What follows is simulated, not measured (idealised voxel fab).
Process module, titled voxel self aligned vias
Displayed cross-section: cut, width of 220 nm, square cells sized 5 nm.
A cross-section is written here as square cells arranged in a grid, and it is given in bands from the top down, each band taking up one or more rows of cells. Top height, bottom height, nm. Materials left to right, width each, nm. Single material + "everywhere" = fills band edge to edge. "air" = empty. Height 0 is the level under which the wafer as received is all one material. The lowest band goes on downwards, as in "top 0, no bottom". A width such as "30..40" changes by the same amount from each row of cells to the next, from the band's top row to its bottom row. It should be understood that the words "nothing different", when stated for a given step, signify that the cross-section underwent no change in any of its cells during that step. Each empty space that has no open way to the top and spans at least 8 cells appears under "Closed void list" as width x height at distance, the distance counted from the left edge, all in nm. Whatever follows a step's settings on its line is a remark the simulator itself makes about that step. The line of a step may include "overlay nm". On a step with a mask, this value is how far to the right of its planned place the mask lay. A negative value means the mask lay to the left.
Plan:
1 op RECEIVE | material Si
2 op CONFORMAL_DEP | material SiO2 | thk nm 15
3 op CONFORMAL_DEP | material SiCN | thk nm 5
4 op DIRECTIONAL_DEP | material lowk | thk nm 20
5 op DIRECTIONAL_DEP | material aC | thk nm 10
6 op PATTERN | tone open | mask id LINES | material resist | width nm 25 | pitch nm 55 | thk nm 25 | overlay nm 0
7 op DIRECTIONAL_ETCH | etch materials aC | depth nm 10
8 op STRIP | etch materials resist
9 op DIRECTIONAL_ETCH | etch materials lowk | depth nm 20
10 op STRIP | etch materials aC
11 op CONFORMAL_DEP | material TiN | thk nm 5
12 op FILL_DEP | material W | thk nm 10
13 op CMP | height nm 40
14 op SELECTIVE_ETCH | etch materials W Ru TiN | depth nm 5
15 op FILL_DEP | material SiN | thk nm 10
16 op CMP | height nm 40
17 op DIRECTIONAL_DEP | material lowk | thk nm 20
18 op PATTERN | tone open | mask id VIAS | material resist | width nm 35 | pitch nm 110 | thk nm 15 | overlay nm 0
19 op DIRECTIONAL_ETCH | etch materials lowk | depth nm 20
20 op DIRECTIONAL_ETCH | etch materials SiN | depth nm 5
21 op STRIP | etch materials resist
22 op CONFORMAL_DEP | material TiN | thk nm 5
23 op FILL_DEP | material Cu | thk nm 10
24 op CMP | height nm 60
25 op CONFORMAL_DEP | material SiN | thk nm 5
Cross-section of the incoming wafer, state after step 1:
> top 0, no bottom: Si everywhere
> Closed void list: none
Result of the module, cross-sectioned: start per above, plan per above, one error in how it was run:
> top 65, bottom 60: SiN everywhere
> top 60, bottom 45: 35 of lowk  5 of TiN  25 of Cu  5 of TiN  75 of lowk  5 of TiN  25 of Cu  5 of TiN  40 of lowk
> top 45, bottom 40: 35 of lowk  10 of TiN  15 of Cu  10 of TiN  75 of lowk  10 of TiN  15 of Cu  10 of TiN  40 of lowk
> top 40, bottom 35: 40 of lowk  25 of TiN  30 of lowk  25 of SiN  30 of lowk  25 of TiN  45 of lowk
> top 35, bottom 30: SiCN everywhere
> top 30, bottom 0: SiO2 everywhere
> top 0, no bottom: Si everywhere
> Closed void list: none
Here's what went sideways: in the plan, step 2 was performed twice
